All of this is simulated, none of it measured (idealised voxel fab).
process module | voxel self aligned contacts
cross-section cut | 270 nm wide | cells 5 nm
A cross-section is a grid of square cells, given in bands from the top down. A band is one or more rows of cells.
Each band's line starts with the height of the band's top and of its bottom, in nm. Then come its materials from left to right, each with its width in nm. One material with "throughout" fills the band from edge to edge. "air" is empty space.
Height 0 is the level under which the wafer as received is all one material. The lowest band goes on downwards, as in "0 down".
A width such as "30 to 40" changes by the same amount from each row of cells to the next, from the band's top row to its bottom row.
"no change" after a step means that no cell of the cross-section changed.
closed voids: empty space of 8 cells or more with no open way to the top, each as width x height at its distance from the left edge, in nm
after a step's settings: what the simulator itself notes on the step
overlay nm, on a step with a mask: how far to the right of its planned place the mask lay; to the left if negative
plan
1 op RECEIVE | material Si
2 op CONFORMAL_DEP | material SiO2 | thk nm 5
3 op DIRECTIONAL_DEP | material polySi | thk nm 25
4 op DIRECTIONAL_DEP | material SiN | thk nm 25
5 op DIRECTIONAL_DEP | material aC | thk nm 10
6 op PATTERN | tone cover | mask id GATE | material resist | width nm 30 | pitch nm 75 | thk nm 25 | overlay nm 0
7 op DIRECTIONAL_ETCH | etch materials aC | depth nm 10
8 op STRIP | etch materials resist
9 op DIRECTIONAL_ETCH | etch materials SiN | depth nm 25
10 op DIRECTIONAL_ETCH | etch materials polySi | depth nm 25
11 op STRIP | etch materials aC
12 op CONFORMAL_DEP | material SiN | thk nm 10
13 op DIRECTIONAL_ETCH | etch materials SiN | depth nm 10
14 op FILL_DEP | material SiO2 | thk nm 10
15 op CMP | height nm 60
16 op DIRECTIONAL_DEP | material aC | thk nm 10
17 op PATTERN | tone open | mask id CONTACT | material resist | width nm 55 | thk nm 30 | overlay nm 0
18 op DIRECTIONAL_ETCH | etch materials aC | depth nm 10
19 op STRIP | etch materials resist
20 op DIRECTIONAL_ETCH | etch materials SiO2 | depth nm 60
21 op STRIP | etch materials aC
22 op CONFORMAL_DEP | material TiN | thk nm 5
23 op FILL_DEP | material W | thk nm 5
24 op CMP | height nm 60
25 op CONFORMAL_DEP | material SiCN | thk nm 5
first wafer, as planned
as received, after step 1
  0 down: Si throughout
  closed voids: none
after step 2
  5 to 0: SiO2 throughout
  below 0: unchanged
after step 3
  30 to 5: polySi throughout
  below 5: unchanged
after step 4
  55 to 30: SiN throughout
  below 30: unchanged
after step 5
  65 to 55: aC throughout
  below 55: unchanged
after step 6
  90 to 65: air 80 | resist 30 | air 45 | resist 30 | air 85
  below 65: unchanged
after step 7
  80 to 65: air 80 | resist 30 | air 45 | resist 30 | air 85
  65 to 55: air 80 | aC 30 | air 45 | aC 30 | air 85
  below 55: unchanged
after step 8
  65 to 55: air 80 | aC 30 | air 45 | aC 30 | air 85
  below 55: unchanged
after step 9
  65 to 55: air 80 | aC 30 | air 45 | aC 30 | air 85
  55 to 30: air 80 | SiN 30 | air 45 | SiN 30 | air 85
  below 30: unchanged
after step 10
  65 to 55: air 80 | aC 30 | air 45 | aC 30 | air 85
  55 to 30: air 80 | SiN 30 | air 45 | SiN 30 | air 85
  30 to 5: air 80 | polySi 30 | air 45 | polySi 30 | air 85
  below 5: unchanged
after step 11
  55 to 30: air 80 | SiN 30 | air 45 | SiN 30 | air 85
  below 30: unchanged
after step 12
  65 to 30: air 70 | SiN 50 | air 25 | SiN 50 | air 75
  30 to 15: air 70 | SiN 10 | polySi 30 | SiN 10 | air 25 | SiN 10 | polySi 30 | SiN 10 | air 75
  15 to 5: SiN 80 | polySi 30 | SiN 45 | polySi 30 | SiN 85
  below 5: unchanged
after step 13
  55 to 30: air 70 | SiN 50 | air 25 | SiN 50 | air 75
  30 to 5: air 70 | SiN 10 | polySi 30 | SiN 10 | air 25 | SiN 10 | polySi 30 | SiN 10 | air 75
  below 5: unchanged
after step 14
  65 to 55: SiO2 throughout
  55 to 30: SiO2 70 | SiN 50 | SiO2 25 | SiN 50 | SiO2 75
  30 to 5: SiO2 70 | SiN 10 | polySi 30 | SiN 10 | SiO2 25 | SiN 10 | polySi 30 | SiN 10 | SiO2 75
  below 5: unchanged
after step 15
  60 to 55: SiO2 throughout
  below 55: unchanged
after step 16
  70 to 60: aC throughout
  below 60: unchanged
after step 17
  100 to 70: resist 105 | air 55 | resist 110
  below 70: unchanged
after step 18
  90 to 70: resist 105 | air 55 | resist 110
  70 to 60: aC 105 | air 55 | aC 110
  below 60: unchanged
after step 19
  70 to 60: aC 105 | air 55 | aC 110
  below 60: unchanged
after step 20
  70 to 60: aC 105 | air 55 | aC 110
  60 to 55: SiO2 105 | air 55 | SiO2 110
  55 to 30: SiO2 70 | SiN 50 | air 25 | SiN 50 | SiO2 75
  30 to 5: SiO2 70 | SiN 10 | polySi 30 | SiN 10 | air 25 | SiN 10 | polySi 30 | SiN 10 | SiO2 75
  5 to 0: SiO2 120 | air 25 | SiO2 125
  below 0: unchanged
after step 21
  60 to 55: SiO2 105 | air 55 | SiO2 110
  below 55: unchanged
after step 22
  65 to 60: TiN 110 | air 45 | TiN 115
  60 to 55: SiO2 105 | TiN 20 | air 15 | TiN 20 | SiO2 110
  55 to 30: SiO2 70 | SiN 50 | TiN 5 | air 15 | TiN 5 | SiN 50 | SiO2 75
  30 to 5: SiO2 70 | SiN 10 | polySi 30 | SiN 10 | TiN 5 | air 15 | TiN 5 | SiN 10 | polySi 30 | SiN 10 | SiO2 75
  5 to 0: SiO2 120 | TiN 25 | SiO2 125
  below 0: unchanged
after step 23
  70 to 65: W throughout
  65 to 60: TiN 110 | W 45 | TiN 115
  60 to 55: SiO2 105 | TiN 20 | W 15 | TiN 20 | SiO2 110
  55 to 30: SiO2 70 | SiN 50 | TiN 5 | W 15 | TiN 5 | SiN 50 | SiO2 75
  30 to 5: SiO2 70 | SiN 10 | polySi 30 | SiN 10 | TiN 5 | W 15 | TiN 5 | SiN 10 | polySi 30 | SiN 10 | SiO2 75
  below 5: unchanged
after step 24
  60 to 55: SiO2 105 | TiN 20 | W 15 | TiN 20 | SiO2 110
  below 55: unchanged
after step 25
  65 to 60: SiCN throughout
  below 60: unchanged
second wafer: like start, like plan, one mistake. Through step 1 it matches the first wafer
when step 2 should have ended: no change
when step 3 should have ended
  25 to 0: polySi throughout
  below 0: unchanged
when step 4 should have ended
  50 to 25: SiN throughout
  below 25: unchanged
when step 5 should have ended
  60 to 50: aC throughout
  below 50: unchanged
when step 6 should have ended
  85 to 60: air 80 | resist 30 | air 45 | resist 30 | air 85
  below 60: unchanged
when step 7 should have ended
  75 to 60: air 80 | resist 30 | air 45 | resist 30 | air 85
  60 to 50: air 80 | aC 30 | air 45 | aC 30 | air 85
  below 50: unchanged
when step 8 should have ended
  60 to 50: air 80 | aC 30 | air 45 | aC 30 | air 85
  below 50: unchanged
when step 9 should have ended
  60 to 50: air 80 | aC 30 | air 45 | aC 30 | air 85
  50 to 25: air 80 | SiN 30 | air 45 | SiN 30 | air 85
  below 25: unchanged
when step 10 should have ended
  60 to 50: air 80 | aC 30 | air 45 | aC 30 | air 85
  50 to 25: air 80 | SiN 30 | air 45 | SiN 30 | air 85
  25 to 0: air 80 | polySi 30 | air 45 | polySi 30 | air 85
  below 0: unchanged
when step 11 should have ended
  50 to 25: air 80 | SiN 30 | air 45 | SiN 30 | air 85
  below 25: unchanged
when step 12 should have ended
  60 to 25: air 70 | SiN 50 | air 25 | SiN 50 | air 75
  25 to 10: air 70 | SiN 10 | polySi 30 | SiN 10 | air 25 | SiN 10 | polySi 30 | SiN 10 | air 75
  10 to 0: SiN 80 | polySi 30 | SiN 45 | polySi 30 | SiN 85
  below 0: unchanged
when step 13 should have ended
  50 to 25: air 70 | SiN 50 | air 25 | SiN 50 | air 75
  25 to 0: air 70 | SiN 10 | polySi 30 | SiN 10 | air 25 | SiN 10 | polySi 30 | SiN 10 | air 75
  below 0: unchanged
when step 14 should have ended
  60 to 50: SiO2 throughout
  50 to 25: SiO2 70 | SiN 50 | SiO2 25 | SiN 50 | SiO2 75
  25 to 0: SiO2 70 | SiN 10 | polySi 30 | SiN 10 | SiO2 25 | SiN 10 | polySi 30 | SiN 10 | SiO2 75
  below 0: unchanged
when step 15 should have ended: no change
when step 16 should have ended
  70 to 60: aC throughout
  below 60: unchanged
when step 17 should have ended
  100 to 70: resist 105 | air 55 | resist 110
  below 70: unchanged
when step 18 should have ended
  90 to 70: resist 105 | air 55 | resist 110
  70 to 60: aC 105 | air 55 | aC 110
  below 60: unchanged
when step 19 should have ended
  70 to 60: aC 105 | air 55 | aC 110
  below 60: unchanged
when step 20 should have ended
  70 to 60: aC 105 | air 55 | aC 110
  60 to 50: SiO2 105 | air 55 | SiO2 110
  50 to 25: SiO2 70 | SiN 50 | air 25 | SiN 50 | SiO2 75
  25 to 0: SiO2 70 | SiN 10 | polySi 30 | SiN 10 | air 25 | SiN 10 | polySi 30 | SiN 10 | SiO2 75
  below 0: unchanged
when step 21 should have ended
  60 to 50: SiO2 105 | air 55 | SiO2 110
  below 50: unchanged
when step 22 should have ended
  65 to 60: TiN 110 | air 45 | TiN 115
  60 to 50: SiO2 105 | TiN 5 to 20 | air 45 to 15 | TiN 5 to 20 | SiO2 110
  50 to 25: SiO2 70 | SiN 50 | TiN 5 | air 15 | TiN 5 | SiN 50 | SiO2 75
  25 to 5: SiO2 70 | SiN 10 | polySi 30 | SiN 10 | TiN 5 | air 15 | TiN 5 | SiN 10 | polySi 30 | SiN 10 | SiO2 75
  5 to 0: SiO2 70 | SiN 10 | polySi 30 | SiN 10 | TiN 25 | SiN 10 | polySi 30 | SiN 10 | SiO2 75
  below 0: unchanged
when step 23 should have ended
  70 to 65: W throughout
  65 to 60: TiN 110 | W 45 | TiN 115
  60 to 50: SiO2 105 | TiN 5 to 20 | W 45 to 15 | TiN 5 to 20 | SiO2 110
  50 to 25: SiO2 70 | SiN 50 | TiN 5 | W 15 | TiN 5 | SiN 50 | SiO2 75
  25 to 5: SiO2 70 | SiN 10 | polySi 30 | SiN 10 | TiN 5 | W 15 | TiN 5 | SiN 10 | polySi 30 | SiN 10 | SiO2 75
  below 5: unchanged
when step 24 should have ended
  60 to 50: SiO2 105 | TiN 5 to 20 | W 45 to 15 | TiN 5 to 20 | SiO2 110
  below 50: unchanged
when step 25 should have ended
  65 to 60: SiCN throughout
  below 60: unchanged
what went wrong: step 2 was left out
at the end the second wafer has, in cells: 6 fewer of SiO2 | 6 more of W
